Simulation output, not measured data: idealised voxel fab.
process module | voxel trench capacitor
cross-section cut | 280 nm wide | cells 5 nm
A cross-section is a grid of square cells, given in bands from the top down. A band is one or more rows of cells.
Each band's line starts with the height of the band's top and of its bottom, in nm. Then come its materials from left to right, each with its width in nm. One material with "throughout" fills the band from edge to edge. "air" is empty space.
Height 0 is the level under which the wafer as received is all one material. The lowest band goes on downwards, as in "0 down".
A width such as "30 to 40" changes by the same amount from each row of cells to the next, from the band's top row to its bottom row.
"no change" after a step means that no cell of the cross-section changed.
closed voids: empty space of 8 cells or more with no open way to the top, each as width x height at its distance from the left edge, in nm
after a step's settings: what the simulator itself notes on the step
overlay nm, on a step with a mask: how far to the right of its planned place the mask lay; to the left if negative
Each pair below shows a cross-section before one step and the cross-section after it, down to the lowest band that changed. The line under each pair gives the step between them, with its settings. The pairs can come from different runs of this module on the same starting wafer, so a pair continues from the pair above only where its "before" says so.
before
  0 down: Si throughout
  closed voids: none
after
  10 to 0: SiN throughout
  below 0: unchanged
  closed voids: none
the step between: op CONFORMAL_DEP | material SiN | thk nm 10
before: the cross-section after the pair above
after
  10 to 0: SiN 90 | air 20 | SiN 20 | air 20 | SiN 20 | air 20 | SiN 90
  below 0: unchanged
  closed voids: none
the step between: op MASKED_ETCH | tone open | mask id TRENCH | width nm 20 | pitch nm 40 | etch materials SiN | depth nm 10 | overlay nm 0
before: the cross-section after the pair above
after
  10 to 0: SiN 90 | air 20 | SiN 20 | air 20 | SiN 20 | air 20 | SiN 90
  0 to -40: Si 90 | air 20 | Si 20 | air 20 | Si 20 | air 20 | Si 90
  below -40: unchanged
  closed voids: none
the step between: op MASKED_ETCH | tone open | mask id TRENCH | width nm 20 | pitch nm 40 | etch materials Si | depth nm 40 | overlay nm 0
before: the cross-section after the pair above
after
  15 to 10: SiO2 95 | air 10 | SiO2 30 | air 10 | SiO2 30 | air 10 | SiO2 95
  10 to 0: SiN 90 | SiO2 5 | air 10 | SiO2 5 | SiN 20 | SiO2 5 | air 10 | SiO2 5 | SiN 20 | SiO2 5 | air 10 | SiO2 5 | SiN 90
  0 to -35: Si 90 | SiO2 5 | air 10 | SiO2 5 | Si 20 | SiO2 5 | air 10 | SiO2 5 | Si 20 | SiO2 5 | air 10 | SiO2 5 | Si 90
  -35 to -40: Si 90 | SiO2 20 | Si 20 | SiO2 20 | Si 20 | SiO2 20 | Si 90
  below -40: unchanged
  closed voids: none
the step between: op CONFORMAL_DEP | material SiO2 | thk nm 5
before: the cross-section after the pair above
after
  25 to 15: polySi throughout
  15 to 10: SiO2 95 | polySi 10 | SiO2 30 | polySi 10 | SiO2 30 | polySi 10 | SiO2 95
  10 to 0: SiN 90 | SiO2 5 | polySi 10 | SiO2 5 | SiN 20 | SiO2 5 | polySi 10 | SiO2 5 | SiN 20 | SiO2 5 | polySi 10 | SiO2 5 | SiN 90
  0 to -35: Si 90 | SiO2 5 | polySi 10 | SiO2 5 | Si 20 | SiO2 5 | polySi 10 | SiO2 5 | Si 20 | SiO2 5 | polySi 10 | SiO2 5 | Si 90
  below -35: unchanged
  closed voids: none
the step between: op FILL_DEP | material polySi | thk nm 10
before: the cross-section after the pair above
after
  10 to 0: SiN 90 | SiO2 5 | polySi 10 | SiO2 5 | SiN 20 | SiO2 5 | polySi 10 | SiO2 5 | SiN 20 | SiO2 5 | polySi 10 | SiO2 5 | SiN 90
  below 0: unchanged
  closed voids: none
the step between: op CMP | height nm 10
before
  10 to 0: SiN 90 | air 20 | SiN 20 | air 20 | SiN 20 | air 20 | SiN 90
  0 to -40: Si 90 | air 20 | Si 20 | air 20 | Si 20 | air 20 | Si 90
  -40 down: Si throughout
  closed voids: none
after
  10 to 0: SiN 90 | air 20 | SiN 20 | air 20 | SiN 20 | air 20 | SiN 90
  0 to -80: Si 90 | air 20 | Si 20 | air 20 | Si 20 | air 20 | Si 90
  below -80: unchanged
  closed voids: none
the step between: op MASKED_ETCH | tone open | mask id TRENCH | width nm 20 | pitch nm 40 | etch materials Si | depth nm 40 | overlay nm 0
before: the cross-section after the pair above
after
  15 to 10: SiO2 95 | air 10 | SiO2 30 | air 10 | SiO2 30 | air 10 | SiO2 95
  10 to 0: SiN 90 | SiO2 5 | air 10 | SiO2 5 | SiN 20 | SiO2 5 | air 10 | SiO2 5 | SiN 20 | SiO2 5 | air 10 | SiO2 5 | SiN 90
  0 to -75: Si 90 | SiO2 5 | air 10 | SiO2 5 | Si 20 | SiO2 5 | air 10 | SiO2 5 | Si 20 | SiO2 5 | air 10 | SiO2 5 | Si 90
  -75 to -80: Si 90 | SiO2 20 | Si 20 | SiO2 20 | Si 20 | SiO2 20 | Si 90
  below -80: unchanged
  closed voids: none
the step between: op CONFORMAL_DEP | material SiO2 | thk nm 5
before: the cross-section after the pair above
after
  25 to 15: polySi throughout
  15 to 10: SiO2 95 | polySi 10 | SiO2 30 | polySi 10 | SiO2 30 | polySi 10 | SiO2 95
  10 to 0: SiN 90 | SiO2 5 | polySi 10 | SiO2 5 | SiN 20 | SiO2 5 | polySi 10 | SiO2 5 | SiN 20 | SiO2 5 | polySi 10 | SiO2 5 | SiN 90
  0 to -75: Si 90 | SiO2 5 | polySi 10 | SiO2 5 | Si 20 | SiO2 5 | polySi 10 | SiO2 5 | Si 20 | SiO2 5 | polySi 10 | SiO2 5 | Si 90
  below -75: unchanged
  closed voids: none
the step between: op FILL_DEP | material polySi | thk nm 10
before: the cross-section after the pair above
after
  10 to 0: SiN 90 | SiO2 5 | polySi 10 | SiO2 5 | SiN 20 | SiO2 5 | polySi 10 | SiO2 5 | SiN 20 | SiO2 5 | polySi 10 | SiO2 5 | SiN 90
  below 0: unchanged
  closed voids: none
the step between: op CMP | height nm 10
before
  25 to 15: polySi throughout
  15 to 10: SiO2 95 | polySi 10 | SiO2 30 | polySi 10 | SiO2 30 | polySi 10 | SiO2 95
  10 to 0: SiN 90 | SiO2 5 | polySi 10 | SiO2 5 | SiN 20 | SiO2 5 | polySi 10 | SiO2 5 | SiN 20 | SiO2 5 | polySi 10 | SiO2 5 | SiN 90
  0 to -35: Si 90 | SiO2 5 | polySi 10 | SiO2 5 | Si 20 | SiO2 5 | polySi 10 | SiO2 5 | Si 20 | SiO2 5 | polySi 10 | SiO2 5 | Si 90
  -35 to -40: Si 90 | SiO2 20 | Si 20 | SiO2 20 | Si 20 | SiO2 20 | Si 90
  -40 down: Si throughout
  closed voids: none
after
  20 to 15: polySi throughout
  below 15: unchanged
  closed voids: none
the step between: op CMP | height nm 20
before
  10 to 0: SiN throughout
  0 down: Si throughout
  closed voids: none
after
  10 to 0: SiN 95 | air 15 | SiN 25 | air 15 | SiN 25 | air 15 | SiN 90
  below 0: unchanged
  closed voids: none
the step between: op MASKED_ETCH | tone open | mask id TRENCH | width nm 15 | pitch nm 40 | etch materials SiN | depth nm 10 | overlay nm 0
before: the cross-section after the pair above
after
  10 to 0: SiN 95 | air 15 | SiN 25 | air 15 | SiN 25 | air 15 | SiN 90
  0 to -40: Si 95 | air 15 | Si 25 | air 15 | Si 25 | air 15 | Si 90
  below -40: unchanged
  closed voids: none
the step between: op MASKED_ETCH | tone open | mask id TRENCH | width nm 20 | pitch nm 40 | etch materials Si | depth nm 40 | overlay nm 0
before: the cross-section after the pair above
after
  15 to 10: SiO2 100 | air 5 | SiO2 35 | air 5 | SiO2 35 | air 5 | SiO2 95
  10 to 0: SiN 95 | SiO2 5 | air 5 | SiO2 5 | SiN 25 | SiO2 5 | air 5 | SiO2 5 | SiN 25 | SiO2 5 | air 5 | SiO2 5 | SiN 90
  0 to -35: Si 95 | SiO2 5 | air 5 | SiO2 5 | Si 25 | SiO2 5 | air 5 | SiO2 5 | Si 25 | SiO2 5 | air 5 | SiO2 5 | Si 90
  -35 to -40: Si 95 | SiO2 15 | Si 25 | SiO2 15 | Si 25 | SiO2 15 | Si 90
  below -40: unchanged
  closed voids: none
the step between: op CONFORMAL_DEP | material SiO2 | thk nm 5
before: the cross-section after the pair above
after
  25 to 15: polySi throughout
  15 to 10: SiO2 100 | polySi 5 | SiO2 35 | polySi 5 | SiO2 35 | polySi 5 | SiO2 95
  10 to 0: SiN 95 | SiO2 5 | polySi 5 | SiO2 5 | SiN 25 | SiO2 5 | polySi 5 | SiO2 5 | SiN 25 | SiO2 5 | polySi 5 | SiO2 5 | SiN 90
  0 to -35: Si 95 | SiO2 5 | polySi 5 | SiO2 5 | Si 25 | SiO2 5 | polySi 5 | SiO2 5 | Si 25 | SiO2 5 | polySi 5 | SiO2 5 | Si 90
  below -35: unchanged
  closed voids: none
the step between: op FILL_DEP | material polySi | thk nm 10
before: the cross-section after the pair above
after
  10 to 0: SiN 95 | SiO2 5 | polySi 5 | SiO2 5 | SiN 25 | SiO2 5 | polySi 5 | SiO2 5 | SiN 25 | SiO2 5 | polySi 5 | SiO2 5 | SiN 90
  below 0: unchanged
  closed voids: none
the step between: op CMP | height nm 10
before
  10 to 0: SiN throughout
  0 down: Si throughout
  closed voids: none
after
  10 to 0: SiN 85 | air 20 | SiN 20 | air 20 | SiN 20 | air 20 | SiN 95
  below 0: unchanged
  closed voids: none
the step between: op MASKED_ETCH | tone open | mask id TRENCH | width nm 20 | pitch nm 40 | etch materials SiN | depth nm 10 | overlay nm -5
before: the cross-section after the pair above
after
  10 to 0: SiN 85 | air 20 | SiN 20 | air 20 | SiN 20 | air 20 | SiN 95
  0 to -40: Si 90 | air 15 | Si 25 | air 15 | Si 25 | air 15 | Si 95
  below -40: unchanged
  closed voids: none
the step between: op MASKED_ETCH | tone open | mask id TRENCH | width nm 20 | pitch nm 40 | etch materials Si | depth nm 40 | overlay nm 0
before: the cross-section after the pair above
after
  15 to 10: SiO2 90 | air 10 | SiO2 30 | air 10 | SiO2 30 | air 10 | SiO2 100
  10 to 0: SiN 85 | SiO2 5 to 10 | air 10 to 5 | SiO2 5 | SiN 20 | SiO2 5 to 10 | air 10 to 5 | SiO2 5 | SiN 20 | SiO2 5 to 10 | air 10 to 5 | SiO2 5 | SiN 95
  0 to -35: Si 90 | SiO2 5 | air 5 | SiO2 5 | Si 25 | SiO2 5 | air 5 | SiO2 5 | Si 25 | SiO2 5 | air 5 | SiO2 5 | Si 95
  -35 to -40: Si 90 | SiO2 15 | Si 25 | SiO2 15 | Si 25 | SiO2 15 | Si 95
  below -40: unchanged
  closed voids: none
the step between: op CONFORMAL_DEP | material SiO2 | thk nm 5
before: the cross-section after the pair above
after
  25 to 15: polySi throughout
  15 to 10: SiO2 90 | polySi 10 | SiO2 30 | polySi 10 | SiO2 30 | polySi 10 | SiO2 100
  10 to 0: SiN 85 | SiO2 5 to 10 | polySi 10 to 5 | SiO2 5 | SiN 20 | SiO2 5 to 10 | polySi 10 to 5 | SiO2 5 | SiN 20 | SiO2 5 to 10 | polySi 10 to 5 | SiO2 5 | SiN 95
  0 to -35: Si 90 | SiO2 5 | polySi 5 | SiO2 5 | Si 25 | SiO2 5 | polySi 5 | SiO2 5 | Si 25 | SiO2 5 | polySi 5 | SiO2 5 | Si 95
  below -35: unchanged
  closed voids: none
the step between: op FILL_DEP | material polySi | thk nm 10
before: the cross-section after the pair above
after
  10 to 0: SiN 85 | SiO2 5 to 10 | polySi 10 to 5 | SiO2 5 | SiN 20 | SiO2 5 to 10 | polySi 10 to 5 | SiO2 5 | SiN 20 | SiO2 5 to 10 | polySi 10 to 5 | SiO2 5 | SiN 95
  below 0: unchanged
  closed voids: none
the step between: op CMP | height nm 10
before
  0 down: Si throughout
  closed voids: none
after
  10 to 0: polySi throughout
  below 0: unchanged
  closed voids: none
the step between: op CONFORMAL_DEP | material polySi | thk nm 10
before: the cross-section after the pair above
after
  10 to 0: polySi 90 | air 20 | polySi 20 | air 20 | polySi 20 | air 20 | polySi 90
  0 to -30: Si 90 | air 20 | Si 20 | air 20 | Si 20 | air 20 | Si 90
  below -30: unchanged
  closed voids: none
the step between: op MASKED_ETCH | tone open | mask id TRENCH | width nm 20 | pitch nm 40 | etch materials Si | depth nm 40 | overlay nm 0
before: the cross-section after the pair above
after
  15 to 10: SiO2 95 | air 10 | SiO2 30 | air 10 | SiO2 30 | air 10 | SiO2 95
  10 to 0: polySi 90 | SiO2 5 | air 10 | SiO2 5 | polySi 20 | SiO2 5 | air 10 | SiO2 5 | polySi 20 | SiO2 5 | air 10 | SiO2 5 | polySi 90
  0 to -25: Si 90 | SiO2 5 | air 10 | SiO2 5 | Si 20 | SiO2 5 | air 10 | SiO2 5 | Si 20 | SiO2 5 | air 10 | SiO2 5 | Si 90
  -25 to -30: Si 90 | SiO2 20 | Si 20 | SiO2 20 | Si 20 | SiO2 20 | Si 90
  below -30: unchanged
  closed voids: none
the step between: op CONFORMAL_DEP | material SiO2 | thk nm 5
before: the cross-section after the pair above
after
  25 to 15: polySi throughout
  15 to 10: SiO2 95 | polySi 10 | SiO2 30 | polySi 10 | SiO2 30 | polySi 10 | SiO2 95
  10 to 0: polySi 90 | SiO2 5 | polySi 10 | SiO2 5 | polySi 20 | SiO2 5 | polySi 10 | SiO2 5 | polySi 20 | SiO2 5 | polySi 10 | SiO2 5 | polySi 90
  0 to -25: Si 90 | SiO2 5 | polySi 10 | SiO2 5 | Si 20 | SiO2 5 | polySi 10 | SiO2 5 | Si 20 | SiO2 5 | polySi 10 | SiO2 5 | Si 90
  below -25: unchanged
  closed voids: none
the step between: op FILL_DEP | material polySi | thk nm 10
before: the cross-section after the pair above
after
  10 to 0: polySi 90 | SiO2 5 | polySi 10 | SiO2 5 | polySi 20 | SiO2 5 | polySi 10 | SiO2 5 | polySi 20 | SiO2 5 | polySi 10 | SiO2 5 | polySi 90
  below 0: unchanged
  closed voids: none
the step between: op CMP | height nm 10
before
  10 to 0: SiN throughout
  0 down: Si throughout
  closed voids: none
after
  10 to 0: air 90 | SiN 20 | air 20 | SiN 20 | air 20 | SiN 20 | air 90
  below 0: unchanged
  closed voids: none
the step between: op MASKED_ETCH | tone cover | mask id TRENCH | width nm 20 | pitch nm 40 | etch materials SiN | depth nm 10 | overlay nm 0
before: the cross-section after the pair above
after
  15 to 10: air 85 | SiO2 30 | air 10 | SiO2 30 | air 10 | SiO2 30 | air 85
  10 to 5: air 85 | SiO2 5 | SiN 20 | SiO2 5 | air 10 | SiO2 5 | SiN 20 | SiO2 5 | air 10 | SiO2 5 | SiN 20 | SiO2 5 | air 85
  5 to 0: SiO2 90 | SiN 20 | SiO2 20 | SiN 20 | SiO2 20 | SiN 20 | SiO2 90
  below 0: unchanged
  closed voids: none
the step between: op CONFORMAL_DEP | material SiO2 | thk nm 5
before: the cross-section after the pair above
after
  25 to 15: polySi throughout
  15 to 10: polySi 85 | SiO2 30 | polySi 10 | SiO2 30 | polySi 10 | SiO2 30 | polySi 85
  10 to 5: polySi 85 | SiO2 5 | SiN 20 | SiO2 5 | polySi 10 | SiO2 5 | SiN 20 | SiO2 5 | polySi 10 | SiO2 5 | SiN 20 | SiO2 5 | polySi 85
  below 5: unchanged
  closed voids: none
the step between: op FILL_DEP | material polySi | thk nm 10
before: the cross-section after the pair above
after
  10 to 5: polySi 85 | SiO2 5 | SiN 20 | SiO2 5 | polySi 10 | SiO2 5 | SiN 20 | SiO2 5 | polySi 10 | SiO2 5 | SiN 20 | SiO2 5 | polySi 85
  below 5: unchanged
  closed voids: none
the step between: op CMP | height nm 10
